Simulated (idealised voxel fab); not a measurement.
The process module presented herein is designated voxel transistor to metal.
For reference, the cross-section in this document is cut, with width 205 nm and square cells of 5 nm.
Cross-section spec: square-cell grid; bands listed top down; each band is one or more rows. A band entry consists of two parts. The first gives the height of the band's top and the height of its bottom, in nm. The rest lists the band's materials from left to right, each with its width in nm. A single material labelled with the word "everywhere" fills the band from edge to edge, and the word "blank" marks empty space. Basically, 0 is our baseline, since under it the wafer straight out of the box is all one material. The bottom band has no lower end and keeps on going down, so it looks like "0 and below". The notation "30->40" denotes a width that varies across the rows of cells in the band, beginning at the first number in the top row, finishing at the second number in the bottom row, and changing by an identical amount from each row to the next. Any step labelled "identical to before" changed none of the cells in the cross-section. The entry titled "Sealed cavities" provides the empty spaces that have no open way to the top, restricted to those of 8 cells or more. Each is presented as width x height at distance, the distance being measured from the left edge, with all three in nm. Read whatever lies past the settings on a step's line as the simulator's own remark about the step. Each step line may optionally specify "overlay nm", which for a step with a mask gives the rightward distance between the mask's planned place and where it lay, a negative value indicating the leftward direction.

Process steps foreseen in the plan
1 op RECEIVE | material Si
2 op CONFORMAL_DEP | material SiO2 | thk nm 5
3 op CONFORMAL_DEP | material SiN | thk nm 15
4 op MASKED_ETCH | tone cover | mask id ACTIVE | width nm 105 | etch materials SiN | depth nm 15 | overlay nm 0
5 op MASKED_ETCH | tone cover | mask id ACTIVE | width nm 105 | etch materials SiO2 | depth nm 5 | overlay nm -15
6 op MASKED_ETCH | tone cover | mask id ACTIVE | width nm 105 | etch materials Si | depth nm 35 | overlay nm 0
7 op FILL_DEP | material SiO2 | thk nm 15
8 op CMP | height nm 20
9 op SELECTIVE_ETCH | etch materials SiO2 | depth nm 5
10 op STRIP | etch materials SiN
11 op SELECTIVE_ETCH | etch materials SiO2 | depth nm 5
12 op OXIDIZE | depth nm 5
13 op DIRECTIONAL_DEP | material polySi | thk nm 20
14 op DIRECTIONAL_DEP | material SiCN | thk nm 15
15 op DIRECTIONAL_DEP | material aC | thk nm 10
16 op PATTERN | tone cover | mask id GATE | material resist | width nm 15 | thk nm 30 | overlay nm 0
17 op DIRECTIONAL_ETCH | etch materials aC | depth nm 10
18 op STRIP | etch materials resist
19 op DIRECTIONAL_ETCH | etch materials SiCN | depth nm 25
20 op DIRECTIONAL_ETCH | etch materials polySi | depth nm 30
21 op STRIP | etch materials aC
22 op CONFORMAL_DEP | material SiO2 | thk nm 5
23 op DIRECTIONAL_ETCH | etch materials SiO2 | depth nm 5
24 op CONFORMAL_DEP | material SiN | thk nm 5
25 op DIRECTIONAL_ETCH | etch materials SiN | depth nm 5
26 op DIRECTIONAL_ETCH | etch materials SiO2 | depth nm 5
27 op DIRECTIONAL_ETCH | etch materials Si | depth nm 15
28 op EPI | material nSi | thk nm 15
29 op FILL_DEP | material SiO2 | thk nm 5
30 op CMP | height nm 35
31 op DIRECTIONAL_DEP | material SiO2 | thk nm 15
32 op DIRECTIONAL_DEP | material aC | thk nm 15
33 op PATTERN | tone open | mask id CONTACT | material resist | width nm 35 | pitch nm 60 | thk nm 30 | overlay nm 0
34 op DIRECTIONAL_ETCH | etch materials aC | depth nm 15
35 op STRIP | etch materials resist
36 op DIRECTIONAL_ETCH | etch materials SiO2 | depth nm 40
37 op STRIP | etch materials aC
38 op CONFORMAL_DEP | material TiN | thk nm 5
39 op FILL_DEP | material Ru | thk nm 10
40 op CMP | height nm 50
41 op DIRECTIONAL_DEP | material TiN | thk nm 5
42 op DIRECTIONAL_DEP | material W | thk nm 15
43 op PATTERN | tone cover | mask id METAL_1 | material resist | width nm 20 | pitch nm 75 | thk nm 15 | overlay nm 0
44 op DIRECTIONAL_ETCH | etch materials W | depth nm 15
45 op DIRECTIONAL_ETCH | etch materials TiN | depth nm 5
46 op STRIP | etch materials resist
47 op FILL_DEP | material lowk | thk nm 5
48 op CMP | height nm 70
49 op CONFORMAL_DEP | material SiN | thk nm 5
Every wafer here starts from the same state; it is the step 5 overlay nm that distinguishes them, and the value the plan gives belongs to the first wafer.

Cross-sectional view of the first of several wafers in the as-received condition, corresponding to the state following step 1
- 0 and below: Si everywhere
- Sealed cavities: none

Take any row and you have a wafer at the end of the module: how many cells of each material it has gained (+) or lost (-) since it was received, and then its closed voids
overlay nm -15, +60 Ru, -178 Si, +9 SiCN, +59 SiN, +375 SiO2, +50 TiN, +24 W, +132 lowk, +72 nSi, +12 polySi, Sealed cavities: none
overlay nm -10, +60 Ru, -185 Si, +9 SiCN, +59 SiN, +382 SiO2, +50 TiN, +24 W, +132 lowk, +72 nSi, +12 polySi, Sealed cavities: none
overlay nm -5, +60 Ru, -191 Si, +9 SiCN, +59 SiN, +388 SiO2, +50 TiN, +24 W, +132 lowk, +72 nSi, +12 polySi, Sealed cavities: none
overlay nm 0, +60 Ru, -197 Si, +9 SiCN, +59 SiN, +394 SiO2, +50 TiN, +24 W, +132 lowk, +72 nSi, +12 polySi, Sealed cavities: none
overlay nm 5, +60 Ru, -191 Si, +9 SiCN, +59 SiN, +388 SiO2, +50 TiN, +24 W, +132 lowk, +72 nSi, +12 polySi, Sealed cavities: none
overlay nm 10, +60 Ru, -185 Si, +9 SiCN, +59 SiN, +382 SiO2, +50 TiN, +24 W, +132 lowk, +72 nSi, +12 polySi, Sealed cavities: none
overlay nm 15, +60 Ru, -178 Si, +9 SiCN, +59 SiN, +375 SiO2, +50 TiN, +24 W, +132 lowk, +72 nSi, +12 polySi, Sealed cavities: none
